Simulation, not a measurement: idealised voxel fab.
Title: Process Module voxel transistor to metal
The width of the displayed cross-section, cut, is 295 nm; its cells are square, with a size of 5 nm.
When this document writes out a cross-section, it uses a grid of square cells and lists it as bands, beginning at the top and moving down, with a band standing for one or more rows of cells. Band: top height; bottom height; in nm. Then, left to right: material with width in nm, for each material. "edge to edge": a single material spanning edge to edge. "air": empty space. Convention: height 0 is the level below which the wafer, as received, is all one material. The lowest band does not terminate at the bottom but continues downward, represented as "0 -> down". The expression "30..40" gives the width at the extremes of the band, the first number at its top row of cells and the second at its bottom row, with the width changing by equal amounts from each row to the next in between. Given "nothing altered" for a step, no cell of the cross-section differs between before and after that step. "Cavities, sealed" - sealed voids, min. 8 cells, no opening to top; format: width x height at distance (distance from left edge; nm throughout). Post-settings text on a step line: simulator's own remark regarding the step. What "overlay nm" on a step's line means: if the step has a mask, that mask lay this far to the right of its planned place, or, when the value is negative, to the left.

List of planned process steps
1. RECEIVE (material Si)
2. CONFORMAL_DEP (material SiO2; thk nm 5)
3. CONFORMAL_DEP (material SiN; thk nm 10)
4. MASKED_ETCH (tone cover; mask id ACTIVE; width nm 110; pitch nm 140; etch materials SiN; depth nm 10; overlay nm 0)
5. MASKED_ETCH (tone cover; mask id ACTIVE; width nm 110; pitch nm 140; etch materials SiO2; depth nm 5; overlay nm 0)
6. MASKED_ETCH (tone cover; mask id ACTIVE; width nm 110; pitch nm 140; etch materials Si; depth nm 20; overlay nm 0)
7. FILL_DEP (material SiO2; thk nm 5)
8. CMP (height nm 15)
9. SELECTIVE_ETCH (etch materials SiO2; depth nm 5)
10. STRIP (etch materials SiN)
11. SELECTIVE_ETCH (etch materials SiO2; depth nm 5)
12. OXIDIZE (depth nm 5)
13. DIRECTIONAL_DEP (material polySi; thk nm 30)
14. DIRECTIONAL_DEP (material SiCN; thk nm 10)
15. MASKED_ETCH (tone cover; mask id GATE; width nm 20; pitch nm 140; etch materials SiCN; depth nm 20; overlay nm 0)
16. MASKED_ETCH (tone cover; mask id GATE; width nm 20; pitch nm 140; etch materials polySi; depth nm 40; overlay nm 0)
17. CONFORMAL_DEP (material SiO2; thk nm 5)
18. DIRECTIONAL_ETCH (etch materials SiO2; depth nm 5)
19. CONFORMAL_DEP (material SiN; thk nm 10)
20. DIRECTIONAL_ETCH (etch materials SiN; depth nm 10)
21. DIRECTIONAL_ETCH (etch materials SiO2; depth nm 5)
22. DIRECTIONAL_ETCH (etch materials Si; depth nm 15)
23. EPI (material pSi; thk nm 15)
24. FILL_DEP (material SiO2; thk nm 10)
25. CMP (height nm 40)
26. DIRECTIONAL_DEP (material SiO2; thk nm 15)
27. PATTERN (tone open; mask id CONTACT; material resist; width nm 20; thk nm 20; overlay nm 0)
28. DIRECTIONAL_ETCH (etch materials SiO2; depth nm 45)
29. STRIP (etch materials resist)
30. CONFORMAL_DEP (material TiN; thk nm 5)
31. FILL_DEP (material Ru; thk nm 5)
32. CMP (height nm 55)
33. CONFORMAL_DEP (material SiCN; thk nm 5)
34. DIRECTIONAL_DEP (material SiO2; thk nm 20)
35. DIRECTIONAL_DEP (material aC; thk nm 10)
36. PATTERN (tone open; mask id METAL_1; material resist; width nm 20; thk nm 30; overlay nm 0)
37. DIRECTIONAL_ETCH (etch materials aC; depth nm 10)
38. STRIP (etch materials resist)
39. DIRECTIONAL_ETCH (etch materials SiO2; depth nm 20)
40. DIRECTIONAL_ETCH (etch materials SiCN; depth nm 5)
41. STRIP (etch materials aC)
42. CONFORMAL_DEP (material TiN; thk nm 5)
43. FILL_DEP (material Cu; thk nm 5)
44. CMP (height nm 80)
45. CONFORMAL_DEP (material SiCN; thk nm 5)

Cross-section of the wafer upon arrival, representing the state reached after step 1
0 -> down  Si edge to edge
Cavities, sealed: none

The first of two wafers, cross-sectioned at the end of the module, with the run proceeding as planned
85 -> 80  SiCN edge to edge
80 -> 60  SiO2 (25), then TiN (5), then Cu (10), then TiN (5), then SiO2 (60), then TiN (5), then Cu (10), then TiN (5), then SiO2 (40), then TiN (5), then Cu (10), then TiN (5), then SiO2 (60), then TiN (5), then Cu (10), then TiN (5), then SiO2 (30)
60 -> 55  SiCN (25), then TiN (20), then SiCN (60), then TiN (20), then SiCN (40), then TiN (20), then SiCN (60), then TiN (20), then SiCN (30)
55 -> 40  SiO2 (25), then TiN (5), then Ru (10), then TiN (5), then SiO2 (60), then TiN (5), then Ru (10), then TiN (5), then SiO2 (40), then TiN (5), then Ru (10), then TiN (5), then SiO2 (60), then TiN (5), then Ru (10), then TiN (5), then SiO2 (30)
40 -> 30  SiO2 (25), then TiN (5), then Ru (10), then TiN (5), then SiO2 (5), then SiN (10), then SiO2 (5), then SiCN (20), then SiO2 (5), then SiN (10), then SiO2 (5), then TiN (5), then Ru (10), then TiN (5), then SiO2 (40), then TiN (5), then Ru (10), then TiN (5), then SiO2 (5), then SiN (10), then SiO2 (5), then SiCN (20), then SiO2 (5), then SiN (10), then SiO2 (5), then TiN (5), then Ru (10), then TiN (5), then SiO2 (30)
30 -> 15  SiO2 (25), then TiN (5), then Ru (10), then TiN (5), then SiO2 (5), then SiN (10), then SiO2 (5), then polySi (20), then SiO2 (5), then SiN (10), then SiO2 (5), then TiN (5), then Ru (10), then TiN (5), then SiO2 (40), then TiN (5), then Ru (10), then TiN (5), then SiO2 (5), then SiN (10), then SiO2 (5), then polySi (20), then SiO2 (5), then SiN (10), then SiO2 (5), then TiN (5), then Ru (10), then TiN (5), then SiO2 (30)
15 -> 10  SiO2 (25), then TiN (20), then SiO2 (5), then SiN (10), then SiO2 (5), then polySi (20), then SiO2 (5), then SiN (10), then SiO2 (5), then TiN (20), then SiO2 (40), then TiN (20), then SiO2 (5), then SiN (10), then SiO2 (5), then polySi (20), then SiO2 (5), then SiN (10), then SiO2 (5), then TiN (20), then SiO2 (30)
10 -> 5  SiO2 (25), then pSi (25), then SiN (10), then SiO2 (5), then polySi (20), then SiO2 (5), then SiN (10), then pSi (25), then SiO2 (40), then pSi (25), then SiN (10), then SiO2 (5), then polySi (20), then SiO2 (5), then SiN (10), then pSi (25), then SiO2 (30)
5 -> 0  SiO2 (20), then SiN (10), then pSi (20), then SiN (10), then SiO2 (5), then polySi (20), then SiO2 (5), then SiN (10), then pSi (20), then SiN (10), then SiO2 (30), then SiN (10), then pSi (20), then SiN (10), then SiO2 (5), then polySi (20), then SiO2 (5), then SiN (10), then pSi (20), then SiN (10), then SiO2 (25)
0 -> -5  SiO2 (30), then pSi (20), then SiO2 (50), then pSi (20), then SiO2 (50), then pSi (20), then SiO2 (50), then pSi (20), then SiO2 (35)
-5 -> -20  SiO2 (20), then Si (10), then pSi (20), then Si (50), then pSi (20), then Si (10), then SiO2 (30), then Si (10), then pSi (20), then Si (50), then pSi (20), then Si (10), then SiO2 (25)
-20 -> down  Si edge to edge
Cavities, sealed: none

End of module, second wafer, cross-section. Started like the first, planned like the first, run with one mistake
85 -> 80  SiCN edge to edge
80 -> 75  TiN (30), then Cu (10), then TiN (70), then Cu (10), then TiN (50), then Cu (10), then TiN (70), then Cu (10), then TiN (35)
75 -> 55  SiO2 (25), then TiN (5), then Cu (10), then TiN (5), then SiO2 (60), then TiN (5), then Cu (10), then TiN (5), then SiO2 (40), then TiN (5), then Cu (10), then TiN (5), then SiO2 (60), then TiN (5), then Cu (10), then TiN (5), then SiO2 (30)
55 -> 50  SiCN (25), then TiN (20), then SiCN (60), then TiN (20), then SiCN (40), then TiN (20), then SiCN (60), then TiN (20), then SiCN (30)
50 -> 40  SiO2 (25), then TiN (5), then Ru (10), then TiN (5), then SiO2 (60), then TiN (5), then Ru (10), then TiN (5), then SiO2 (40), then TiN (5), then Ru (10), then TiN (5), then SiO2 (60), then TiN (5), then Ru (10), then TiN (5), then SiO2 (30)
40 -> 30  SiO2 (25), then TiN (5), then Ru (10), then TiN (5), then SiO2 (5), then SiN (10), then SiO2 (5), then SiCN (20), then SiO2 (5), then SiN (10), then SiO2 (5), then TiN (5), then Ru (10), then TiN (5), then SiO2 (40), then TiN (5), then Ru (10), then TiN (5), then SiO2 (5), then SiN (10), then SiO2 (5), then SiCN (20), then SiO2 (5), then SiN (10), then SiO2 (5), then TiN (5), then Ru (10), then TiN (5), then SiO2 (30)
30 -> 15  SiO2 (25), then TiN (5), then Ru (10), then TiN (5), then SiO2 (5), then SiN (10), then SiO2 (5), then polySi (20), then SiO2 (5), then SiN (10), then SiO2 (5), then TiN (5), then Ru (10), then TiN (5), then SiO2 (40), then TiN (5), then Ru (10), then TiN (5), then SiO2 (5), then SiN (10), then SiO2 (5), then polySi (20), then SiO2 (5), then SiN (10), then SiO2 (5), then TiN (5), then Ru (10), then TiN (5), then SiO2 (30)
15 -> 10  SiO2 (25), then TiN (20), then SiO2 (5), then SiN (10), then SiO2 (5), then polySi (20), then SiO2 (5), then SiN (10), then SiO2 (5), then TiN (20), then SiO2 (40), then TiN (20), then SiO2 (5), then SiN (10), then SiO2 (5), then polySi (20), then SiO2 (5), then SiN (10), then SiO2 (5), then TiN (20), then SiO2 (30)
10 -> 5  SiO2 (25), then pSi (25), then SiN (10), then SiO2 (5), then polySi (20), then SiO2 (5), then SiN (10), then pSi (25), then SiO2 (40), then pSi (25), then SiN (10), then SiO2 (5), then polySi (20), then SiO2 (5), then SiN (10), then pSi (25), then SiO2 (30)
5 -> 0  SiO2 (20), then SiN (10), then pSi (20), then SiN (10), then SiO2 (5), then polySi (20), then SiO2 (5), then SiN (10), then pSi (20), then SiN (10), then SiO2 (30), then SiN (10), then pSi (20), then SiN (10), then SiO2 (5), then polySi (20), then SiO2 (5), then SiN (10), then pSi (20), then SiN (10), then SiO2 (25)
0 -> -5  SiO2 (30), then pSi (20), then SiO2 (50), then pSi (20), then SiO2 (50), then pSi (20), then SiO2 (50), then pSi (20), then SiO2 (35)
-5 -> -20  SiO2 (20), then Si (10), then pSi (20), then Si (50), then pSi (20), then Si (10), then SiO2 (30), then Si (10), then pSi (20), then Si (50), then pSi (20), then Si (10), then SiO2 (25)
-20 -> down  Si edge to edge
Cavities, sealed: none
Error vs. plan: step 32 went in with a setting other than planned; the actual run was CMP (height nm 50)
Wafer comparison, final, in cells, second relative to first, materials more or fewer: 8 more of Cu; 8 fewer of Ru; 43 fewer of SiO2; 43 more of TiN
